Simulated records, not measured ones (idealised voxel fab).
Documented hereafter: the process module known as voxel ribs on slabs.
Cross-sectional view cut (width: 295 nm; square cell size: 5 nm).
The cross-sections in this document take the form of a grid made of square cells. They are written out as bands, in order from top to bottom. Each band consists of one or more rows of cells. Quick guide to a band line: top height, bottom height (nm) up front; then every material left to right with its width in nm. Only one material and it's marked "edge to edge"? Then it fills the band edge to edge. And "air" just means empty space. Basically, 0 is our baseline, since under it the wafer straight out of the box is all one material. The bottom band has no lower end and keeps on going down, so it looks like "0 nm and below". Graded width ("30..40"): value in top row of band = first number; value in bottom row = second number; row-to-row change constant. Take "nothing different" at face value: in the step it is given for, the cross-section changed in none of its cells. Reported under the label "Enclosed void inventory" are the empty spaces having no open way to the top and comprising 8 cells or more; the notation for each is width x height at distance, in which the distance is measured from the left edge and all three values are in nm. Note: text after step settings on the step line = simulator remark on that step. You can add "overlay nm" to a step's line. For a step with a mask, it describes how far the mask lay to the right of its planned position, and a negative number describes a lay to the left.
### Planned process steps
1) RECEIVE: material Si
2) DIRECTIONAL_DEP: material SiO2, thk nm 25
3) DIRECTIONAL_DEP: material SiN, thk nm 25
4) PATTERN: tone cover, mask id RIB, material resist, width nm 25, thk nm 20, overlay nm 0
5) DIRECTIONAL_ETCH: etch materials SiN, depth nm 15
6) STRIP: etch materials resist
7) MASKED_ETCH: tone cover, mask id SLAB, width nm 85, etch materials SiN, depth nm 10, overlay nm 0
8) FILL_DEP: material SiO2, thk nm 25
9) CMP: height nm 65
10) DIRECTIONAL_DEP: material TiN, thk nm 5
11) PATTERN: tone cover, mask id HEATER, material resist, width nm 35, thk nm 15, overlay nm 0
12) DIRECTIONAL_ETCH: etch materials TiN, depth nm 5
13) STRIP: etch materials resist
14) CONFORMAL_DEP: material SiN, thk nm 5
### On the first of the two wafers: run conducted according to plan
### Cross-section of the wafer at receipt, which is the condition after step 1
    0 nm and below  Si edge to edge
    Enclosed void inventory: none
### The wafer in cross-section once step 2 is complete
    25 nm to 0 nm  SiO2 edge to edge
    Nothing below the height 0 has changed.
### The wafer in cross-section once step 3 is complete
    50 nm to 25 nm  SiN edge to edge
    Nothing below the height 25 has changed.
### The wafer in cross-section once step 4 is complete
    70 nm to 50 nm  135 air | 25 resist | 135 air
    Nothing below the height 50 has changed.
### The wafer in cross-section once step 5 is complete
    70 nm to 50 nm  135 air | 25 resist | 135 air
    50 nm to 35 nm  135 air | 25 SiN | 135 air
    Nothing below the height 35 has changed.
### The wafer in cross-section once step 6 is complete
    50 nm to 35 nm  135 air | 25 SiN | 135 air
    Nothing below the height 35 has changed.
### The wafer in cross-section once step 7 is complete
    50 nm to 35 nm  135 air | 25 SiN | 135 air
    35 nm to 25 nm  105 air | 85 SiN | 105 air
    Nothing below the height 25 has changed.
### The wafer in cross-section once step 8 is complete
    75 nm to 50 nm  SiO2 edge to edge
    50 nm to 35 nm  135 SiO2 | 25 SiN | 135 SiO2
    35 nm to 25 nm  105 SiO2 | 85 SiN | 105 SiO2
    Nothing below the height 25 has changed.
### The wafer in cross-section once step 9 is complete
    65 nm to 50 nm  SiO2 edge to edge
    Nothing below the height 50 has changed.
### The wafer in cross-section once step 10 is complete
    70 nm to 65 nm  TiN edge to edge
    Nothing below the height 65 has changed.
### The wafer in cross-section once step 11 is complete
    85 nm to 70 nm  130 air | 35 resist | 130 air
    Nothing below the height 70 has changed.
### The wafer in cross-section once step 12 is complete
    85 nm to 70 nm  130 air | 35 resist | 130 air
    70 nm to 65 nm  130 air | 35 TiN | 130 air
    Nothing below the height 65 has changed.
### The wafer in cross-section once step 13 is complete
    70 nm to 65 nm  130 air | 35 TiN | 130 air
    Nothing below the height 65 has changed.
### The wafer in cross-section once step 14 is complete
    75 nm to 70 nm  125 air | 45 SiN | 125 air
    70 nm to 65 nm  130 SiN | 35 TiN | 130 SiN
    Nothing below the height 65 has changed.
### The Second Wafer: Common Origin and Plan, One Mistake in Execution, Identical to the First Through Step 1
### The second wafer in cross-section, at the planned close of step 2
    25 nm to 0 nm  SiN edge to edge
    Nothing below the height 0 has changed.
### The second wafer in cross-section, at the planned close of step 3
    50 nm to 25 nm  SiO2 edge to edge
    Nothing below the height 25 has changed.
### The second wafer in cross-section, at the planned close of step 4
    70 nm to 50 nm  135 air | 25 resist | 135 air
    Nothing below the height 50 has changed.
The second wafer in cross-section, at the planned close of step 5: nothing different
### The second wafer in cross-section, at the planned close of step 6
    50 nm to 25 nm  SiO2 edge to edge
    Nothing below the height 25 has changed.
The second wafer in cross-section, at the planned close of step 7: nothing different
### The second wafer in cross-section, at the planned close of step 8
    75 nm to 25 nm  SiO2 edge to edge
    Nothing below the height 25 has changed.
### The second wafer in cross-section, at the planned close of step 9
    65 nm to 25 nm  SiO2 edge to edge
    Nothing below the height 25 has changed.
### The second wafer in cross-section, at the planned close of step 10
    70 nm to 65 nm  TiN edge to edge
    Nothing below the height 65 has changed.
### The second wafer in cross-section, at the planned close of step 11
    85 nm to 70 nm  130 air | 35 resist | 130 air
    Nothing below the height 70 has changed.
### The second wafer in cross-section, at the planned close of step 12
    85 nm to 70 nm  130 air | 35 resist | 130 air
    70 nm to 65 nm  130 air | 35 TiN | 130 air
    Nothing below the height 65 has changed.
### The second wafer in cross-section, at the planned close of step 13
    70 nm to 65 nm  130 air | 35 TiN | 130 air
    Nothing below the height 65 has changed.
### The second wafer in cross-section, at the planned close of step 14
    75 nm to 70 nm  125 air | 45 SiN | 125 air
    70 nm to 65 nm  130 SiN | 35 TiN | 130 SiN
    Nothing below the height 65 has changed.
Nonconformance to the process plan: steps 2 and 3 run out of order (swapped)
Counted in cells at the end, the second wafer holds more or fewer of these materials than the first: 246 more of SiN, 246 fewer of SiO2
